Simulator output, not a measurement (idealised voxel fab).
The process module presented herein is designated voxel wiring stack.
Pictured: cross-section cut, 280 nm wide, on a grid of 5 nm square cells.
Cross-section = grid of square cells, listed top down in bands; band = one or more rows.
Top, bottom (nm), then materials left to right with widths (nm); lone material tagged "everywhere" fills the whole band edge to edge; "air" = empty space.
Counting heights begins at 0, where everything beneath is, in the wafer as received, one material. The lowest band has no bottom; it goes on downwards, as "0 nm and below" shows.
The notation "30..40" denotes a width that varies across the rows of cells in the band, beginning at the first number in the top row, finishing at the second number in the bottom row, and changing by an identical amount from each row to the next.
Where the words "no change" appear for a step, the cross-section shows no cell changed by that step; every cell remained as before.
Empty spaces without an open route to the top, at least 8 cells in extent, make up the entry "Completely enclosed voids"; each is given as width x height at distance, where the distance is measured from the left edge, and all are in nm.
Post-settings text on a step line: simulator's own remark regarding the step.
The "overlay nm" setting may appear on a step's line; for a step that uses a mask, it gives how far to the right of its planned position the mask lay, and a negative value indicates the left.
THIS SECTION LISTS THE PROCESS STEPS THAT WERE PLANNED
| 1 | op RECEIVE | material Si |
| 2 | op CONFORMAL_DEP | material SiO2 | thk nm 15 |
| 3 | op CONFORMAL_DEP | material SiN | thk nm 5 |
| 4 | op DIRECTIONAL_DEP | material lowk | thk nm 15 |
| 5 | op DIRECTIONAL_DEP | material aC | thk nm 15 |
| 6 | op PATTERN | tone open | mask id METAL_1 | material resist | width nm 25 | pitch nm 55 | thk nm 35 | overlay nm 0 |
| 7 | op DIRECTIONAL_ETCH | etch materials aC | depth nm 15 |
| 8 | op STRIP | etch materials resist |
| 9 | op DIRECTIONAL_ETCH | etch materials lowk | depth nm 15 |
| 10 | op DIRECTIONAL_ETCH | etch materials SiN | depth nm 5 |
| 11 | op STRIP | etch materials aC |
| 12 | op CONFORMAL_DEP | material TiN | thk nm 5 |
| 13 | op FILL_DEP | material Cu | thk nm 10 |
| 14 | op CMP | height nm 35 |
| 15 | op EPI | material Ru | thk nm 5 |
| 16 | op FILL_DEP | material SiCN | thk nm 5 |
| 17 | op DIRECTIONAL_DEP | material SiO2 | thk nm 25 |
| 18 | op MASKED_ETCH | tone open | mask id METAL_2 | width nm 15 | pitch nm 55 | etch materials SiO2 | depth nm 15 | overlay nm 0 |
| 19 | op PATTERN | tone open | mask id METAL_2_HOLES | material resist | width nm 15 | thk nm 20 | overlay nm 0 |
| 20 | op DIRECTIONAL_ETCH | etch materials SiO2 | depth nm 10 |
| 21 | op DIRECTIONAL_ETCH | etch materials SiCN | depth nm 5 |
| 22 | op STRIP | etch materials resist |
| 23 | op CONFORMAL_DEP | material TiN | thk nm 5 |
| 24 | op FILL_DEP | material Cu | thk nm 5 |
| 25 | op CMP | height nm 70 |
| 26 | op CONFORMAL_DEP | material SiCN | thk nm 5 |
| 27 | op DIRECTIONAL_DEP | material SiO2 | thk nm 30 |
| 28 | op PATTERN | tone open | mask id METAL_3 | material resist | width nm 25 | pitch nm 55 | thk nm 15 | overlay nm 0 |
| 29 | op DIRECTIONAL_ETCH | etch materials SiO2 | depth nm 15 |
| 30 | op STRIP | etch materials resist |
| 31 | op PATTERN | tone open | mask id METAL_3_HOLES | material resist | width nm 15 | pitch nm 55 | thk nm 15 | overlay nm 0 |
| 32 | op DIRECTIONAL_ETCH | etch materials SiO2 | depth nm 15 |
| 33 | op DIRECTIONAL_ETCH | etch materials SiCN | depth nm 5 |
| 34 | op STRIP | etch materials resist |
| 35 | op CONFORMAL_DEP | material TiN | thk nm 5 |
| 36 | op FILL_DEP | material Ru | thk nm 10 |
| 37 | op CMP | height nm 105 |
| 38 | op CONFORMAL_DEP | material SiCN | thk nm 5 |
The plan's step 18 width nm is the first wafer's value; the wafers differ in this setting and start identical.
THIS IS HOW THE FIRST OF SEVERAL WAFERS LOOKED IN CROSS-SECTION WHEN IT ARRIVED, WHICH IS AFTER STEP 1
- 0 nm and below | Si everywhere
- Completely enclosed voids: none
THE FIRST OF SEVERAL WAFERS, SEEN IN CROSS-SECTION AFTER THE MODULE'S LAST STEP, STEP 38
- 110 nm to 105 nm | SiCN everywhere
- 105 nm to 95 nm | SiO2 100 nm; TiN 5 nm; Ru 15 nm; TiN 5 nm; SiO2 30 nm; TiN 5 nm; Ru 15 nm; TiN 5 nm; SiO2 100 nm
- 95 nm to 90 nm | SiO2 100 nm; TiN 5 nm; Ru 5 nm; TiN 15 nm; SiO2 30 nm; TiN 5 nm; Ru 5 nm; TiN 15 nm; SiO2 100 nm
- 90 nm to 75 nm | SiO2 100 nm; TiN 5 nm; Ru 5 nm; TiN 5 nm; SiO2 40 nm; TiN 5 nm; Ru 5 nm; TiN 5 nm; SiO2 110 nm
- 75 nm to 70 nm | SiCN 100 nm; TiN 15 nm; SiCN 40 nm; TiN 15 nm; SiCN 110 nm
- 70 nm to 60 nm | SiO2 100 nm; TiN 5..10 nm; Cu 10..5 nm; TiN 5 nm; SiO2 40 nm; TiN 5 nm; Cu 5 nm; TiN 5 nm; SiO2 105 nm
- 60 nm to 55 nm | SiO2 105 nm; TiN 15 nm; SiO2 40 nm; TiN 15 nm; SiO2 105 nm
- 55 nm to 45 nm | SiO2 105 nm; TiN 10 nm; SiO2 165 nm
- 45 nm to 40 nm | SiCN 105 nm; TiN 10 nm; SiCN 165 nm
- 40 nm to 35 nm | SiCN 95 nm; Ru 35 nm; SiCN 20 nm; Ru 35 nm; SiCN 95 nm
- 35 nm to 20 nm | lowk 100 nm; TiN 5 nm; Cu 15 nm; TiN 5 nm; lowk 30 nm; TiN 5 nm; Cu 15 nm; TiN 5 nm; lowk 100 nm
- 20 nm to 15 nm | SiN 100 nm; TiN 25 nm; SiN 30 nm; TiN 25 nm; SiN 100 nm
- 15 nm to 0 nm | SiO2 everywhere
- 0 nm and below | Si everywhere
- Completely enclosed voids: none
FINAL WAFER CROSS-SECTION AT MODULE END
- 110 nm to 105 nm | SiCN everywhere
- 105 nm to 95 nm | SiO2 100 nm; TiN 5 nm; Ru 15 nm; TiN 5 nm; SiO2 30 nm; TiN 5 nm; Ru 15 nm; TiN 5 nm; SiO2 100 nm
- 95 nm to 90 nm | SiO2 100 nm; TiN 5 nm; Ru 5 nm; TiN 15 nm; SiO2 30 nm; TiN 5 nm; Ru 5 nm; TiN 15 nm; SiO2 100 nm
- 90 nm to 75 nm | SiO2 100 nm; TiN 5 nm; Ru 5 nm; TiN 5 nm; SiO2 40 nm; TiN 5 nm; Ru 5 nm; TiN 5 nm; SiO2 110 nm
- 75 nm to 70 nm | SiCN 100 nm; TiN 15 nm; SiCN 40 nm; TiN 15 nm; SiCN 110 nm
- 70 nm to 60 nm | SiO2 95 nm; TiN 5 nm; Cu 30 nm; TiN 5 nm; SiO2 15 nm; TiN 5 nm; Cu 30 nm; TiN 5 nm; SiO2 90 nm
- 60 nm to 55 nm | SiO2 95 nm; TiN 10 nm; Cu 5 nm; TiN 25 nm; SiO2 15 nm; TiN 40 nm; SiO2 90 nm
- 55 nm to 45 nm | SiO2 100 nm; TiN 5 nm; Cu 5 nm; TiN 5 nm; SiO2 165 nm
- 45 nm to 40 nm | SiCN 100 nm; TiN 15 nm; SiCN 165 nm
- 40 nm to 35 nm | SiCN 95 nm; Ru 35 nm; SiCN 20 nm; Ru 35 nm; SiCN 95 nm
- 35 nm to 20 nm | lowk 100 nm; TiN 5 nm; Cu 15 nm; TiN 5 nm; lowk 30 nm; TiN 5 nm; Cu 15 nm; TiN 5 nm; lowk 100 nm
- 20 nm to 15 nm | SiN 100 nm; TiN 25 nm; SiN 30 nm; TiN 25 nm; SiN 100 nm
- 15 nm to 0 nm | SiO2 everywhere
- 0 nm and below | Si everywhere
- Completely enclosed voids: none
GAINED (+) OR LOST (-) CELLS OF EACH MATERIAL SINCE RECEIPT, THEN CLOSED VOIDS: ONE ROW PER WAFER, AT THE END OF THE MODULE
width nm 15 | +23 Cu | +34 Ru | +202 SiCN | +46 SiN | +712 SiO2 | +77 TiN | +138 lowk | Completely enclosed voids: none
width nm 20 | +27 Cu | +34 Ru | +202 SiCN | +46 SiN | +706 SiO2 | +79 TiN | +138 lowk | Completely enclosed voids: none
width nm 25 | +33 Cu | +34 Ru | +201 SiCN | +46 SiN | +700 SiO2 | +80 TiN | +138 lowk | Completely enclosed voids: none
width nm 30 | +37 Cu | +34 Ru | +201 SiCN | +46 SiN | +694 SiO2 | +82 TiN | +138 lowk | Completely enclosed voids: none
width nm 35 | +41 Cu | +34 Ru | +201 SiCN | +46 SiN | +688 SiO2 | +84 TiN | +138 lowk | Completely enclosed voids: none
width nm 40 | +45 Cu | +34 Ru | +201 SiCN | +46 SiN | +682 SiO2 | +86 TiN | +138 lowk | Completely enclosed voids: none
